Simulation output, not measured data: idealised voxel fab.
The process module that follows is named voxel transistor to metal.
Section shown: cut. Width: 290 nm. Cell size: 5 nm, square.
Notation: cross-section as square-cell grid; stated in bands, top first, going down; one or more cell rows per band. In this notation a band is specified by the heights of its top and bottom, in that order and in nm, after which its materials appear from left to right, each paired with its width in nm. The word "edge to edge" attached to a single material means that material fills the band from edge to edge; the word "empty" stands for empty space. Height datum 0, below which the as-received substrate wafer is one material. Lowest band open at the bottom, running downward: "0..down". The two numbers in a width such as "30..40" mark its ends across the band: the first belongs to the top row of cells, the second to the bottom row, and from each row to the next the width moves by the same amount. You'll sometimes find "nothing was modified" written for a step, and that's the way of saying that nowhere in the cross-section did a cell change during that step. So "Listed closed voids" is basically the list of trapped voids: any empty space of 8 cells or more that can't reach the top through an opening. They're written width x height at distance, the distance being from the left edge, and it's all nm. Step line, after settings: the simulator's comment on this step. Regarding "overlay nm": on a step with a mask, it is the distance the mask lay to the right of its planned place; a negative value places it to the left.
**This section lists the process steps that were planned**
1. RECEIVE, material Si
2. OXIDIZE, depth nm 5
3. CONFORMAL_DEP, material SiN, thk nm 10
4. PATTERN, tone cover, mask id ACTIVE, material resist, width nm 115, pitch nm 140, thk nm 15, overlay nm 0
5. DIRECTIONAL_ETCH, etch materials SiN, depth nm 10
6. DIRECTIONAL_ETCH, etch materials SiO2, depth nm 5
7. DIRECTIONAL_ETCH, etch materials Si, depth nm 35
8. STRIP, etch materials resist
9. FILL_DEP, material SiO2, thk nm 10
10. CMP, height nm 10
11. SELECTIVE_ETCH, etch materials SiO2, depth nm 10
12. STRIP, etch materials SiN
13. SELECTIVE_ETCH, etch materials SiO2, depth nm 5
14. OXIDIZE, depth nm 5
15. DIRECTIONAL_DEP, material polySi, thk nm 20
16. DIRECTIONAL_DEP, material SiCN, thk nm 15
17. PATTERN, tone cover, mask id GATE, material resist, width nm 25, pitch nm 140, thk nm 15, overlay nm 0
18. DIRECTIONAL_ETCH, etch materials SiCN, depth nm 25
19. DIRECTIONAL_ETCH, etch materials polySi, depth nm 30
20. STRIP, etch materials resist
21. CONFORMAL_DEP, material SiN, thk nm 5
22. DIRECTIONAL_ETCH, etch materials SiN, depth nm 5
23. DIRECTIONAL_ETCH, etch materials SiO2, depth nm 5
24. DIRECTIONAL_ETCH, etch materials Si, depth nm 15
25. EPI, material nSi, thk nm 20
26. FILL_DEP, material SiO2, thk nm 10
27. CMP, height nm 15
28. STRIP, etch materials polySi
29. SELECTIVE_ETCH, etch materials SiO2, depth nm 5
30. CONFORMAL_DEP, material HfO2, thk nm 5
31. CONFORMAL_DEP, material TiN, thk nm 5
32. FILL_DEP, material W, thk nm 10
33. CMP, height nm 10
34. DIRECTIONAL_DEP, material SiO2, thk nm 15
35. MASKED_ETCH, tone open, mask id CONTACT, width nm 15, etch materials SiO2, depth nm 30, overlay nm 0
36. CONFORMAL_DEP, material TiN, thk nm 5
37. FILL_DEP, material Ru, thk nm 5
38. CMP, height nm 25
39. CONFORMAL_DEP, material SiN, thk nm 5
40. DIRECTIONAL_DEP, material SiO2, thk nm 20
41. DIRECTIONAL_DEP, material aC, thk nm 10
42. PATTERN, tone open, mask id METAL_1, material resist, width nm 15, thk nm 30, overlay nm 0
43. DIRECTIONAL_ETCH, etch materials aC, depth nm 10
44. STRIP, etch materials resist
45. DIRECTIONAL_ETCH, etch materials SiO2, depth nm 20
46. DIRECTIONAL_ETCH, etch materials SiN, depth nm 5
47. STRIP, etch materials aC
48. CONFORMAL_DEP, material TiN, thk nm 5
49. FILL_DEP, material Cu, thk nm 5
50. CMP, height nm 50
51. EPI, material Ru, thk nm 5
52. FILL_DEP, material SiCN, thk nm 5
**Cross-section of the wafer upon arrival, representing the state reached after step 1**
    0..down: Si edge to edge
    Listed closed voids: none
**First of two wafers: cross-section at end of module, run per plan**
    60..55: SiCN edge to edge
    55..50: 20 SiCN; 25 Ru; 55 SiCN; 25 Ru; 35 SiCN; 25 Ru; 55 SiCN; 25 Ru; 25 SiCN
    50..30: 25 SiO2; 5 TiN; 5 Cu; 5 TiN; 65 SiO2; 5 TiN; 5 Cu; 5 TiN; 45 SiO2; 5 TiN; 5 Cu; 5 TiN; 65 SiO2; 5 TiN; 5 Cu; 5 TiN; 30 SiO2
    30..25: 25 SiN; 15 TiN; 65 SiN; 15 TiN; 45 SiN; 15 TiN; 65 SiN; 15 TiN; 30 SiN
    25..15: 25 SiO2; 5 TiN; 5 Ru; 5 TiN; 65 SiO2; 5 TiN; 5 Ru; 5 TiN; 45 SiO2; 5 TiN; 5 Ru; 5 TiN; 65 SiO2; 5 TiN; 5 Ru; 5 TiN; 30 SiO2
    15..10: 25 SiO2; 15 TiN; 65 SiO2; 15 TiN; 45 SiO2; 15 TiN; 65 SiO2; 15 TiN; 30 SiO2
    10..0: 25 SiO2; 10 TiN; 20 nSi; 5 SiN; 5 HfO2; 5 TiN; 5 W; 5 TiN; 5 HfO2; 5 SiN; 20 nSi; 10 TiN; 45 SiO2; 10 TiN; 20 nSi; 5 SiN; 5 HfO2; 5 TiN; 5 W; 5 TiN; 5 HfO2; 5 SiN; 20 nSi; 10 TiN; 30 SiO2
    0..-5: 25 SiO2; 10 TiN; 20 nSi; 5 SiN; 5 HfO2; 15 TiN; 5 HfO2; 5 SiN; 20 nSi; 10 TiN; 45 SiO2; 10 TiN; 20 nSi; 5 SiN; 5 HfO2; 15 TiN; 5 HfO2; 5 SiN; 20 nSi; 10 TiN; 30 SiO2
    -5..-10: 10 SiO2; 45 nSi; 35 HfO2; 45 nSi; 15 SiO2; 45 nSi; 35 HfO2; 45 nSi; 15 SiO2
    -10..-25: 15 SiO2; 40 nSi; 35 Si; 40 nSi; 25 SiO2; 40 nSi; 35 Si; 40 nSi; 20 SiO2
    -25..-40: 15 SiO2; 115 Si; 25 SiO2; 115 Si; 20 SiO2
    -40..down: Si edge to edge
    Listed closed voids: none
**This is the second of the two wafers, cross-sectioned at the end of the module; it started exactly like the first and was given the same plan, but it was run with one mistake**
    60..55: SiCN edge to edge
    55..50: 20 SiCN; 25 Ru; 55 SiCN; 25 Ru; 35 SiCN; 25 Ru; 55 SiCN; 25 Ru; 25 SiCN
    50..30: 25 SiO2; 5 TiN; 5 Cu; 5 TiN; 65 SiO2; 5 TiN; 5 Cu; 5 TiN; 45 SiO2; 5 TiN; 5 Cu; 5 TiN; 65 SiO2; 5 TiN; 5 Cu; 5 TiN; 30 SiO2
    30..25: 25 SiN; 15 TiN; 65 SiN; 15 TiN; 45 SiN; 15 TiN; 65 SiN; 15 TiN; 30 SiN
    25..15: 25 SiO2; 5 TiN; 5 Ru; 5 TiN; 65 SiO2; 5 TiN; 5 Ru; 5 TiN; 45 SiO2; 5 TiN; 5 Ru; 5 TiN; 65 SiO2; 5 TiN; 5 Ru; 5 TiN; 30 SiO2
    15..10: 25 SiO2; 15 TiN; 65 SiO2; 15 TiN; 45 SiO2; 15 TiN; 65 SiO2; 15 TiN; 30 SiO2
    10..0: 25 SiO2; 10 TiN; 20 nSi; 5 SiN; 5 HfO2; 5 TiN; 5 SiO2; 5 TiN; 5 HfO2; 5 SiN; 20 nSi; 10 TiN; 45 SiO2; 10 TiN; 20 nSi; 5 SiN; 5 HfO2; 5 TiN; 5 SiO2; 5 TiN; 5 HfO2; 5 SiN; 20 nSi; 10 TiN; 30 SiO2
    0..-5: 25 SiO2; 10 TiN; 20 nSi; 5 SiN; 5 HfO2; 15 TiN; 5 HfO2; 5 SiN; 20 nSi; 10 TiN; 45 SiO2; 10 TiN; 20 nSi; 5 SiN; 5 HfO2; 15 TiN; 5 HfO2; 5 SiN; 20 nSi; 10 TiN; 30 SiO2
    -5..-10: 10 SiO2; 45 nSi; 35 HfO2; 45 nSi; 15 SiO2; 45 nSi; 35 HfO2; 45 nSi; 15 SiO2
    -10..-25: 15 SiO2; 40 nSi; 35 Si; 40 nSi; 25 SiO2; 40 nSi; 35 Si; 40 nSi; 20 SiO2
    -25..-40: 15 SiO2; 115 Si; 25 SiO2; 115 Si; 20 SiO2
    -40..down: Si edge to edge
    Listed closed voids: none
Against the plan, the run slipped here: step 32 was not run as planned; what actually ran was FILL_DEP, material SiO2, thk nm 10
The second wafer ends with more or fewer cells of some materials than the first, per final count: 4 more of SiO2, 4 fewer of W
